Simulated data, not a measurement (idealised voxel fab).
Process module in this document: voxel self aligned contacts
Section shown: cut. Width: 180 nm. Cell size: 5 nm, square.
Reading order for cross-sections: top band down to bottom band. Underlying form: a grid of square cells. Band size: one or more rows of cells.
Top height, bottom height, nm. Materials left to right, width each, nm. Single material + "full width" = fills band edge to edge. "blank" = empty.
Height is counted from the level 0, under which the received wafer is composed throughout of one material. The lowest of the bands is not closed at the bottom but continues downward, in the notation "from 0 down".
With a width like "30->40", each row of cells in the band differs from the next by the same amount, the top row carrying the first number and the bottom row the second.
Basically "no alteration" means that step didn't change any cell in the cross-section.
The entry "Enclosed void list" lists the empty spaces that cover at least 8 cells and have no open path to the top. Each is written as width x height at distance, where the distance is measured from the left edge and all three values are in nm.
The remark found on a step's line after its settings is issued by the simulator itself and pertains to that step.
overlay nm: step with mask; distance mask lay right of planned place; negative value = left of planned place.
Heads up before you read on: it's before/after pairs around one process step each, after side only down to the lowest band that changed, step plus settings under the pair. Pairs can be from different runs of this module, same starting wafer, so only chain a pair onto the one above if its "Structure before processing" entry says so.

STRUCTURE BEFORE PROCESSING
  from 60 to 40  SiO2 full width
  from 40 to 20  15 SiO2, 35 SiN, 20 SiO2, 35 SiN, 20 SiO2, 35 SiN, 20 SiO2
  from 20 to 0  15 SiO2, 5 SiN, 25 polySi, 5 SiN, 20 SiO2, 5 SiN, 25 polySi, 5 SiN, 20 SiO2, 5 SiN, 25 polySi, 5 SiN, 20 SiO2
  from 0 to -5  SiO2 full width
  from -5 down  Si full width
  Enclosed void list: none

RESULTING CROSS-SECTION
  from 60 to 40  40 SiO2, 40 blank, 15 SiO2, 40 blank, 45 SiO2
  from 40 to 20  15 SiO2, 35 SiN, 20 blank, 35 SiN, 20 blank, 35 SiN, 20 SiO2
  from 20 to 0  15 SiO2, 5 SiN, 25 polySi, 5 SiN, 20 blank, 5 SiN, 25 polySi, 5 SiN, 20 blank, 5 SiN, 25 polySi, 5 SiN, 20 SiO2
  from 0 to -5  50 SiO2, 20 blank, 35 SiO2, 20 blank, 55 SiO2
  Lower than -5, everything is as it was.
  Enclosed void list: none
For reference, the processing step occurring between the two cross-sections presented above is as follows: MASKED_ETCH with tone open, mask id CONTACT, width nm 40, pitch nm 55, etch materials SiO2, depth nm 65, overlay nm 0

Structure before processing: starting point is the after cross-section of the pair just above.

RESULTING CROSS-SECTION
  from 65 to 60  45 TiN, 30 blank, 25 TiN, 30 blank, 50 TiN
  from 60 to 45  40 SiO2, 5 TiN, 30 blank, 5 TiN, 15 SiO2, 5 TiN, 30 blank, 5 TiN, 45 SiO2
  from 45 to 40  40 SiO2, 15 TiN, 10 blank, 15 TiN, 15 SiO2, 15 TiN, 10 blank, 15 TiN, 45 SiO2
  from 40 to 20  15 SiO2, 35 SiN, 5 TiN, 10 blank, 5 TiN, 35 SiN, 5 TiN, 10 blank, 5 TiN, 35 SiN, 20 SiO2
  from 20 to 0  15 SiO2, 5 SiN, 25 polySi, 5 SiN, 5 TiN, 10 blank, 5 TiN, 5 SiN, 25 polySi, 5 SiN, 5 TiN, 10 blank, 5 TiN, 5 SiN, 25 polySi, 5 SiN, 20 SiO2
  from 0 to -5  50 SiO2, 20 TiN, 35 SiO2, 20 TiN, 55 SiO2
  Lower than -5, everything is as it was.
  Enclosed void list: none
For reference, the processing step occurring between the two cross-sections presented above is as follows: CONFORMAL_DEP with material TiN, thk nm 5

Structure before processing: starting point is the after cross-section of the pair just above.

RESULTING CROSS-SECTION
  from 70 to 65  Ru full width
  from 65 to 60  45 TiN, 30 Ru, 25 TiN, 30 Ru, 50 TiN
  from 60 to 45  40 SiO2, 5 TiN, 30 Ru, 5 TiN, 15 SiO2, 5 TiN, 30 Ru, 5 TiN, 45 SiO2
  from 45 to 40  40 SiO2, 15 TiN, 10 Ru, 15 TiN, 15 SiO2, 15 TiN, 10 Ru, 15 TiN, 45 SiO2
  from 40 to 20  15 SiO2, 35 SiN, 5 TiN, 10 Ru, 5 TiN, 35 SiN, 5 TiN, 10 Ru, 5 TiN, 35 SiN, 20 SiO2
  from 20 to 0  15 SiO2, 5 SiN, 25 polySi, 5 SiN, 5 TiN, 10 Ru, 5 TiN, 5 SiN, 25 polySi, 5 SiN, 5 TiN, 10 Ru, 5 TiN, 5 SiN, 25 polySi, 5 SiN, 20 SiO2
  Lower than 0, everything is as it was.
  Enclosed void list: none
For reference, the processing step occurring between the two cross-sections presented above is as follows: FILL_DEP with material Ru, thk nm 5

Structure before processing: starting point is the after cross-section of the pair just above.

RESULTING CROSS-SECTION
  from 60 to 45  40 SiO2, 5 TiN, 30 Ru, 5 TiN, 15 SiO2, 5 TiN, 30 Ru, 5 TiN, 45 SiO2
  Lower than 45, everything is as it was.
  Enclosed void list: none
For reference, the processing step occurring between the two cross-sections presented above is as follows: CMP with height nm 60

Structure before processing: starting point is the after cross-section of the pair just above.

RESULTING CROSS-SECTION
  from 65 to 60  SiCN full width
  Lower than 60, everything is as it was.
  Enclosed void list: none
For reference, the processing step occurring between the two cross-sections presented above is as follows: CONFORMAL_DEP with material SiCN, thk nm 5

STRUCTURE BEFORE PROCESSING
  from 60 to 50  SiO2 full width
  from 50 to 30  15 SiO2, 35 SiN, 20 SiO2, 35 SiN, 20 SiO2, 35 SiN, 20 SiO2
  from 30 to 0  15 SiO2, 5 SiN, 25 polySi, 5 SiN, 20 SiO2, 5 SiN, 25 polySi, 5 SiN, 20 SiO2, 5 SiN, 25 polySi, 5 SiN, 20 SiO2
  from 0 to -5  SiO2 full width
  from -5 down  Si full width
  Enclosed void list: none

RESULTING CROSS-SECTION
  from 60 to 50  45 SiO2, 35 blank, 20 SiO2, 35 blank, 45 SiO2
  from 50 to 30  15 SiO2, 35 SiN, 20 blank, 35 SiN, 20 blank, 35 SiN, 20 SiO2
  from 30 to 0  15 SiO2, 5 SiN, 25 polySi, 5 SiN, 20 blank, 5 SiN, 25 polySi, 5 SiN, 20 blank, 5 SiN, 25 polySi, 5 SiN, 20 SiO2
  from 0 to -5  50 SiO2, 20 blank, 35 SiO2, 20 blank, 55 SiO2
  Lower than -5, everything is as it was.
  Enclosed void list: none
For reference, the processing step occurring between the two cross-sections presented above is as follows: MASKED_ETCH with tone open, mask id CONTACT, width nm 35, pitch nm 55, etch materials SiO2, depth nm 65, overlay nm 0

Structure before processing: starting point is the after cross-section of the pair just above.

RESULTING CROSS-SECTION
  from 65 to 60  50 TiN, 25 blank, 30 TiN, 25 blank, 50 TiN
  from 60 to 50  45 SiO2, 5->10 TiN, 25->10 blank, 5->15 TiN, 20 SiO2, 5->10 TiN, 25->10 blank, 5->15 TiN, 45 SiO2
  from 50 to 30  15 SiO2, 35 SiN, 5 TiN, 10 blank, 5 TiN, 35 SiN, 5 TiN, 10 blank, 5 TiN, 35 SiN, 20 SiO2
  from 30 to 0  15 SiO2, 5 SiN, 25 polySi, 5 SiN, 5 TiN, 10 blank, 5 TiN, 5 SiN, 25 polySi, 5 SiN, 5 TiN, 10 blank, 5 TiN, 5 SiN, 25 polySi, 5 SiN, 20 SiO2
  from 0 to -5  50 SiO2, 20 TiN, 35 SiO2, 20 TiN, 55 SiO2
  Lower than -5, everything is as it was.
  Enclosed void list: none
For reference, the processing step occurring between the two cross-sections presented above is as follows: CONFORMAL_DEP with material TiN, thk nm 5

Structure before processing: starting point is the after cross-section of the pair just above.

RESULTING CROSS-SECTION
  from 70 to 65  Ru full width
  from 65 to 60  50 TiN, 25 Ru, 30 TiN, 25 Ru, 50 TiN
  from 60 to 50  45 SiO2, 5->10 TiN, 25->10 Ru, 5->15 TiN, 20 SiO2, 5->10 TiN, 25->10 Ru, 5->15 TiN, 45 SiO2
  from 50 to 30  15 SiO2, 35 SiN, 5 TiN, 10 Ru, 5 TiN, 35 SiN, 5 TiN, 10 Ru, 5 TiN, 35 SiN, 20 SiO2
  from 30 to 0  15 SiO2, 5 SiN, 25 polySi, 5 SiN, 5 TiN, 10 Ru, 5 TiN, 5 SiN, 25 polySi, 5 SiN, 5 TiN, 10 Ru, 5 TiN, 5 SiN, 25 polySi, 5 SiN, 20 SiO2
  Lower than 0, everything is as it was.
  Enclosed void list: none
For reference, the processing step occurring between the two cross-sections presented above is as follows: FILL_DEP with material Ru, thk nm 5

Structure before processing: starting point is the after cross-section of the pair just above.

RESULTING CROSS-SECTION
  from 60 to 50  45 SiO2, 5->10 TiN, 25->10 Ru, 5->15 TiN, 20 SiO2, 5->10 TiN, 25->10 Ru, 5->15 TiN, 45 SiO2
  Lower than 50, everything is as it was.
  Enclosed void list: none
For reference, the processing step occurring between the two cross-sections presented above is as follows: CMP with height nm 60

Structure before processing: starting point is the after cross-section of the pair just above.

RESULTING CROSS-SECTION
  from 65 to 60  SiCN full width
  Lower than 60, everything is as it was.
  Enclosed void list: none
For reference, the processing step occurring between the two cross-sections presented above is as follows: CONFORMAL_DEP with material SiCN, thk nm 5

STRUCTURE BEFORE PROCESSING
  from 50 to 30  SiN full width
  from 30 to 0  polySi full width
  from 0 to -5  SiO2 full width
  from -5 down  Si full width
  Enclosed void list: none

RESULTING CROSS-SECTION
  from 50 to 30  15 blank, 25 SiN, 30 blank, 25 SiN, 30 blank, 25 SiN, 30 blank
  Lower than 30, everything is as it was.
  Enclosed void list: none
For reference, the processing step occurring between the two cross-sections presented above is as follows: MASKED_ETCH with tone cover, mask id GATE, width nm 25, pitch nm 55, etch materials SiN, depth nm 20, overlay nm -5

Structure before processing: starting point is the after cross-section of the pair just above.

RESULTING CROSS-SECTION
  from 50 to 30  15 blank, 25 SiN, 30 blank, 25 SiN, 30 blank, 25 SiN, 30 blank
  from 30 to 0  15 blank, 30 polySi, 25 blank, 30 polySi, 25 blank, 30 polySi, 25 blank
  Lower than 0, everything is as it was.
  Enclosed void list: none
For reference, the processing step occurring between the two cross-sections presented above is as follows: MASKED_ETCH with tone cover, mask id GATE, width nm 25, pitch nm 55, etch materials polySi, depth nm 30, overlay nm 0

Structure before processing: starting point is the after cross-section of the pair just above.

RESULTING CROSS-SECTION
  from 55 to 35  10 blank, 35 SiN, 20 blank, 35 SiN, 20 blank, 35 SiN, 25 blank
  from 35 to 30  10 blank, 40 SiN, 15 blank, 40 SiN, 15 blank, 40 SiN, 20 blank
  from 30 to 5  10 blank, 5 SiN, 30 polySi, 5 SiN, 15 blank, 5 SiN, 30 polySi, 5 SiN, 15 blank, 5 SiN, 30 polySi, 5 SiN, 20 blank
  from 5 to 0  15 SiN, 30 polySi, 25 SiN, 30 polySi, 25 SiN, 30 polySi, 25 SiN
  Lower than 0, everything is as it was.
  Enclosed void list: none
For reference, the processing step occurring between the two cross-sections presented above is as follows: CONFORMAL_DEP with material SiN, thk nm 5

Structure before processing: starting point is the after cross-section of the pair just above.

RESULTING CROSS-SECTION
  from 50 to 30  10 blank, 35 SiN, 20 blank, 35 SiN, 20 blank, 35 SiN, 25 blank
  from 30 to 0  10 blank, 5 SiN, 30 polySi, 5 SiN, 15 blank, 5 SiN, 30 polySi, 5 SiN, 15 blank, 5 SiN, 30 polySi, 5 SiN, 20 blank
  Lower than 0, everything is as it was.
  Enclosed void list: none
For reference, the processing step occurring between the two cross-sections presented above is as follows: DIRECTIONAL_ETCH with etch materials SiN, depth nm 5

Structure before processing: starting point is the after cross-section of the pair just above.

RESULTING CROSS-SECTION
  from 70 to 50  SiO2 full width
  from 50 to 30  10 SiO2, 35 SiN, 20 SiO2, 35 SiN, 20 SiO2, 35 SiN, 25 SiO2
  from 30 to 0  10 SiO2, 5 SiN, 30 polySi, 5 SiN, 15 SiO2, 5 SiN, 30 polySi, 5 SiN, 15 SiO2, 5 SiN, 30 polySi, 5 SiN, 20 SiO2
  Lower than 0, everything is as it was.
  Enclosed void list: none
For reference, the processing step occurring between the two cross-sections presented above is as follows: FILL_DEP with material SiO2, thk nm 20

Structure before processing: starting point is the after cross-section of the pair just above.

RESULTING CROSS-SECTION
  from 60 to 50  SiO2 full width
  Lower than 50, everything is as it was.
  Enclosed void list: none
For reference, the processing step occurring between the two cross-sections presented above is as follows: CMP with height nm 60

Structure before processing: starting point is the after cross-section of the pair just above.

RESULTING CROSS-SECTION
  from 60 to 50  40 SiO2, 40 blank, 15 SiO2, 40 blank, 45 SiO2
  from 50 to 30  10 SiO2, 35 SiN, 20 blank, 35 SiN, 20 blank, 35 SiN, 25 SiO2
  from 30 to 0  10 SiO2, 5 SiN, 30 polySi, 5 SiN, 15 blank, 5 SiN, 30 polySi, 5 SiN, 15 blank, 5 SiN, 30 polySi, 5 SiN, 20 SiO2
  from 0 to -5  50 SiO2, 15 blank, 40 SiO2, 15 blank, 60 SiO2
  Lower than -5, everything is as it was.
  Enclosed void list: none
For reference, the processing step occurring between the two cross-sections presented above is as follows: MASKED_ETCH with tone open, mask id CONTACT, width nm 40, pitch nm 55, etch materials SiO2, depth nm 65, overlay nm 0

Structure before processing: starting point is the after cross-section of the pair just above.

RESULTING CROSS-SECTION
  from 65 to 60  45 TiN, 30 blank, 25 TiN, 30 blank, 50 TiN
  from 60 to 50  40 SiO2, 5->10 TiN, 30->10 blank, 5->20 TiN, 15 SiO2, 5->10 TiN, 30->10 blank, 5->20 TiN, 45 SiO2
  from 50 to 35  10 SiO2, 35 SiN, 5 TiN, 10 blank, 5 TiN, 35 SiN, 5 TiN, 10 blank, 5 TiN, 35 SiN, 25 SiO2
  from 35 to 30  10 SiO2, 35 SiN, 10 TiN, 5 blank, 5 TiN, 35 SiN, 10 TiN, 5 blank, 5 TiN, 35 SiN, 25 SiO2
  from 30 to 0  10 SiO2, 5 SiN, 30 polySi, 5 SiN, 5 TiN, 5 blank, 5 TiN, 5 SiN, 30 polySi, 5 SiN, 5 TiN, 5 blank, 5 TiN, 5 SiN, 30 polySi, 5 SiN, 20 SiO2
  from 0 to -5  50 SiO2, 15 TiN, 40 SiO2, 15 TiN, 60 SiO2
  Lower than -5, everything is as it was.
  Enclosed void list: none
For reference, the processing step occurring between the two cross-sections presented above is as follows: CONFORMAL_DEP with material TiN, thk nm 5

Structure before processing: starting point is the after cross-section of the pair just above.

RESULTING CROSS-SECTION
  from 70 to 65  Ru full width
  from 65 to 60  45 TiN, 30 Ru, 25 TiN, 30 Ru, 50 TiN
  from 60 to 50  40 SiO2, 5->10 TiN, 30->10 Ru, 5->20 TiN, 15 SiO2, 5->10 TiN, 30->10 Ru, 5->20 TiN, 45 SiO2
  from 50 to 35  10 SiO2, 35 SiN, 5 TiN, 10 Ru, 5 TiN, 35 SiN, 5 TiN, 10 Ru, 5 TiN, 35 SiN, 25 SiO2
  from 35 to 30  10 SiO2, 35 SiN, 10 TiN, 5 Ru, 5 TiN, 35 SiN, 10 TiN, 5 Ru, 5 TiN, 35 SiN, 25 SiO2
  from 30 to 0  10 SiO2, 5 SiN, 30 polySi, 5 SiN, 5 TiN, 5 Ru, 5 TiN, 5 SiN, 30 polySi, 5 SiN, 5 TiN, 5 Ru, 5 TiN, 5 SiN, 30 polySi, 5 SiN, 20 SiO2
  Lower than 0, everything is as it was.
  Enclosed void list: none
For reference, the processing step occurring between the two cross-sections presented above is as follows: FILL_DEP with material Ru, thk nm 5

Structure before processing: starting point is the after cross-section of the pair just above.

RESULTING CROSS-SECTION
  from 60 to 50  40 SiO2, 5->10 TiN, 30->10 Ru, 5->20 TiN, 15 SiO2, 5->10 TiN, 30->10 Ru, 5->20 TiN, 45 SiO2
  Lower than 50, everything is as it was.
  Enclosed void list: none
For reference, the processing step occurring between the two cross-sections presented above is as follows: CMP with height nm 60

Structure before processing: starting point is the after cross-section of the pair just above.

RESULTING CROSS-SECTION
  from 65 to 60  SiCN full width
  Lower than 60, everything is as it was.
  Enclosed void list: none
For reference, the processing step occurring between the two cross-sections presented above is as follows: CONFORMAL_DEP with material SiCN, thk nm 5

STRUCTURE BEFORE PROCESSING
  from 0 to -5  SiO2 full width
  from -5 down  Si full width
  Enclosed void list: none

RESULTING CROSS-SECTION
  from 30 to 0  TiN full width
  Lower than 0, everything is as it was.
  Enclosed void list: none
For reference, the processing step occurring between the two cross-sections presented above is as follows: DIRECTIONAL_DEP with material TiN, thk nm 30

Structure before processing: starting point is the after cross-section of the pair just above.

RESULTING CROSS-SECTION
  from 50 to 30  SiN full width
  Lower than 30, everything is as it was.
  Enclosed void list: none
For reference, the processing step occurring between the two cross-sections presented above is as follows: DIRECTIONAL_DEP with material SiN, thk nm 20

Structure before processing: starting point is the after cross-section of the pair just above.

RESULTING CROSS-SECTION
  from 50 to 30  20 blank, 25 SiN, 30 blank, 25 SiN, 30 blank, 25 SiN, 25 blank
  Lower than 30, everything is as it was.
  Enclosed void list: none
For reference, the processing step occurring between the two cross-sections presented above is as follows: MASKED_ETCH with tone cover, mask id GATE, width nm 25, pitch nm 55, etch materials SiN, depth nm 20, overlay nm 0

Structure before processing: starting point is the after cross-section of the pair just above.

RESULTING CROSS-SECTION
  from 55 to 35  15 blank, 35 SiN, 20 blank, 35 SiN, 20 blank, 35 SiN, 20 blank
  from 35 to 30  SiN full width
  Lower than 30, everything is as it was.
  Enclosed void list: none
For reference, the processing step occurring between the two cross-sections presented above is as follows: CONFORMAL_DEP with material SiN, thk nm 5

Structure before processing: starting point is the after cross-section of the pair just above.

RESULTING CROSS-SECTION
  from 50 to 30  15 blank, 35 SiN, 20 blank, 35 SiN, 20 blank, 35 SiN, 20 blank
  Lower than 30, everything is as it was.
  Enclosed void list: none
For reference, the processing step occurring between the two cross-sections presented above is as follows: DIRECTIONAL_ETCH with etch materials SiN, depth nm 5

Structure before processing: starting point is the after cross-section of the pair just above.

RESULTING CROSS-SECTION
  from 70 to 50  SiO2 full width
  from 50 to 30  15 SiO2, 35 SiN, 20 SiO2, 35 SiN, 20 SiO2, 35 SiN, 20 SiO2
  Lower than 30, everything is as it was.
  Enclosed void list: none
For reference, the processing step occurring between the two cross-sections presented above is as follows: FILL_DEP with material SiO2, thk nm 20

Structure before processing: starting point is the after cross-section of the pair just above.

RESULTING CROSS-SECTION
  from 60 to 50  SiO2 full width
  Lower than 50, everything is as it was.
  Enclosed void list: none
For reference, the processing step occurring between the two cross-sections presented above is as follows: CMP with height nm 60

Structure before processing: starting point is the after cross-section of the pair just above.

RESULTING CROSS-SECTION
  from 60 to 50  40 SiO2, 40 blank, 15 SiO2, 40 blank, 45 SiO2
  from 50 to 30  15 SiO2, 35 SiN, 20 blank, 35 SiN, 20 blank, 35 SiN, 20 SiO2
  Lower than 30, everything is as it was.
  Enclosed void list: none
For reference, the processing step occurring between the two cross-sections presented above is as follows: MASKED_ETCH with tone open, mask id CONTACT, width nm 40, pitch nm 55, etch materials SiO2, depth nm 65, overlay nm 0

Structure before processing: starting point is the after cross-section of the pair just above.

RESULTING CROSS-SECTION
  from 65 to 60  45 TiN, 30 blank, 25 TiN, 30 blank, 50 TiN
  from 60 to 50  40 SiO2, 5->15 TiN, 30->10 blank, 5->15 TiN, 15 SiO2, 5->15 TiN, 30->10 blank, 5->15 TiN, 45 SiO2
  from 50 to 35  15 SiO2, 35 SiN, 5 TiN, 10 blank, 5 TiN, 35 SiN, 5 TiN, 10 blank, 5 TiN, 35 SiN, 20 SiO2
  from 35 to 30  15 SiO2, 35 SiN, 20 TiN, 35 SiN, 20 TiN, 35 SiN, 20 SiO2
  Lower than 30, everything is as it was.
  Enclosed void list: none
For reference, the processing step occurring between the two cross-sections presented above is as follows: CONFORMAL_DEP with material TiN, thk nm 5

Structure before processing: starting point is the after cross-section of the pair just above.

RESULTING CROSS-SECTION
  from 70 to 65  Ru full width
  from 65 to 60  45 TiN, 30 Ru, 25 TiN, 30 Ru, 50 TiN
  from 60 to 50  40 SiO2, 5->15 TiN, 30->10 Ru, 5->15 TiN, 15 SiO2, 5->15 TiN, 30->10 Ru, 5->15 TiN, 45 SiO2
  from 50 to 35  15 SiO2, 35 SiN, 5 TiN, 10 Ru, 5 TiN, 35 SiN, 5 TiN, 10 Ru, 5 TiN, 35 SiN, 20 SiO2
  Lower than 35, everything is as it was.
  Enclosed void list: none
For reference, the processing step occurring between the two cross-sections presented above is as follows: FILL_DEP with material Ru, thk nm 5

Structure before processing: starting point is the after cross-section of the pair just above.

RESULTING CROSS-SECTION
  from 60 to 50  40 SiO2, 5->15 TiN, 30->10 Ru, 5->15 TiN, 15 SiO2, 5->15 TiN, 30->10 Ru, 5->15 TiN, 45 SiO2
  Lower than 50, everything is as it was.
  Enclosed void list: none
For reference, the processing step occurring between the two cross-sections presented above is as follows: CMP with height nm 60

Structure before processing: starting point is the after cross-section of the pair just above.

RESULTING CROSS-SECTION
  from 65 to 60  SiCN full width
  Lower than 60, everything is as it was.
  Enclosed void list: none
For reference, the processing step occurring between the two cross-sections presented above is as follows: CONFORMAL_DEP with material SiCN, thk nm 5

STRUCTURE BEFORE PROCESSING
  from 50 to 30  SiN full width
  from 30 to 0  polySi full width
  from 0 to -5  SiO2 full width
  from -5 down  Si full width
  Enclosed void list: none

RESULTING CROSS-SECTION
  from 50 to 30  20 SiN, 25 blank, 30 SiN, 25 blank, 30 SiN, 25 blank, 25 SiN
  Lower than 30, everything is as it was.
  Enclosed void list: none
For reference, the processing step occurring between the two cross-sections presented above is as follows: MASKED_ETCH with tone open, mask id GATE, width nm 25, pitch nm 55, etch materials SiN, depth nm 20, overlay nm 0

Structure before processing: starting point is the after cross-section of the pair just above.

RESULTING CROSS-SECTION
  from 55 to 35  25 SiN, 15 blank, 40 SiN, 15 blank, 40 SiN, 15 blank, 30 SiN
  from 35 to 30  SiN full width
  Lower than 30, everything is as it was.
  Enclosed void list: none
For reference, the processing step occurring between the two cross-sections presented above is as follows: CONFORMAL_DEP with material SiN, thk nm 5

Structure before processing: starting point is the after cross-section of the pair just above.

RESULTING CROSS-SECTION
  from 50 to 30  25 SiN, 15 blank, 40 SiN, 15 blank, 40 SiN, 15 blank, 30 SiN
  Lower than 30, everything is as it was.
  Enclosed void list: none
For reference, the processing step occurring between the two cross-sections presented above is as follows: DIRECTIONAL_ETCH with etch materials SiN, depth nm 5

Structure before processing: starting point is the after cross-section of the pair just above.

RESULTING CROSS-SECTION
  from 70 to 50  SiO2 full width
  from 50 to 30  25 SiN, 15 SiO2, 40 SiN, 15 SiO2, 40 SiN, 15 SiO2, 30 SiN
  Lower than 30, everything is as it was.
  Enclosed void list: none
For reference, the processing step occurring between the two cross-sections presented above is as follows: FILL_DEP with material SiO2, thk nm 20

Structure before processing: starting point is the after cross-section of the pair just above.

RESULTING CROSS-SECTION
  from 60 to 50  SiO2 full width
  Lower than 50, everything is as it was.
  Enclosed void list: none
For reference, the processing step occurring between the two cross-sections presented above is as follows: CMP with height nm 60

Structure before processing: starting point is the after cross-section of the pair just above.

RESULTING CROSS-SECTION
  from 60 to 50  40 SiO2, 40 blank, 15 SiO2, 40 blank, 45 SiO2
  Lower than 50, everything is as it was.
  Enclosed void list: none
For reference, the processing step occurring between the two cross-sections presented above is as follows: MASKED_ETCH with tone open, mask id CONTACT, width nm 40, pitch nm 55, etch materials SiO2, depth nm 65, overlay nm 0

Structure before processing: starting point is the after cross-section of the pair just above.

RESULTING CROSS-SECTION
  from 65 to 60  45 TiN, 30 blank, 25 TiN, 30 blank, 50 TiN
  from 60 to 55  40 SiO2, 5 TiN, 30 blank, 5 TiN, 15 SiO2, 5 TiN, 30 blank, 5 TiN, 45 SiO2
  from 55 to 50  40 SiO2, 40 TiN, 15 SiO2, 40 TiN, 45 SiO2
  Lower than 50, everything is as it was.
  Enclosed void list: none
For reference, the processing step occurring between the two cross-sections presented above is as follows: CONFORMAL_DEP with material TiN, thk nm 5

Structure before processing: starting point is the after cross-section of the pair just above.

RESULTING CROSS-SECTION
  from 70 to 65  Ru full width
  from 65 to 60  45 TiN, 30 Ru, 25 TiN, 30 Ru, 50 TiN
  from 60 to 55  40 SiO2, 5 TiN, 30 Ru, 5 TiN, 15 SiO2, 5 TiN, 30 Ru, 5 TiN, 45 SiO2
  Lower than 55, everything is as it was.
  Enclosed void list: none
For reference, the processing step occurring between the two cross-sections presented above is as follows: FILL_DEP with material Ru, thk nm 5

Structure before processing: starting point is the after cross-section of the pair just above.

RESULTING CROSS-SECTION
  from 60 to 55  40 SiO2, 5 TiN, 30 Ru, 5 TiN, 15 SiO2, 5 TiN, 30 Ru, 5 TiN, 45 SiO2
  Lower than 55, everything is as it was.
  Enclosed void list: none
For reference, the processing step occurring between the two cross-sections presented above is as follows: CMP with height nm 60

Structure before processing: starting point is the after cross-section of the pair just above.

RESULTING CROSS-SECTION
  from 65 to 60  SiCN full width
  Lower than 60, everything is as it was.
  Enclosed void list: none
For reference, the processing step occurring between the two cross-sections presented above is as follows: CONFORMAL_DEP with material SiCN, thk nm 5
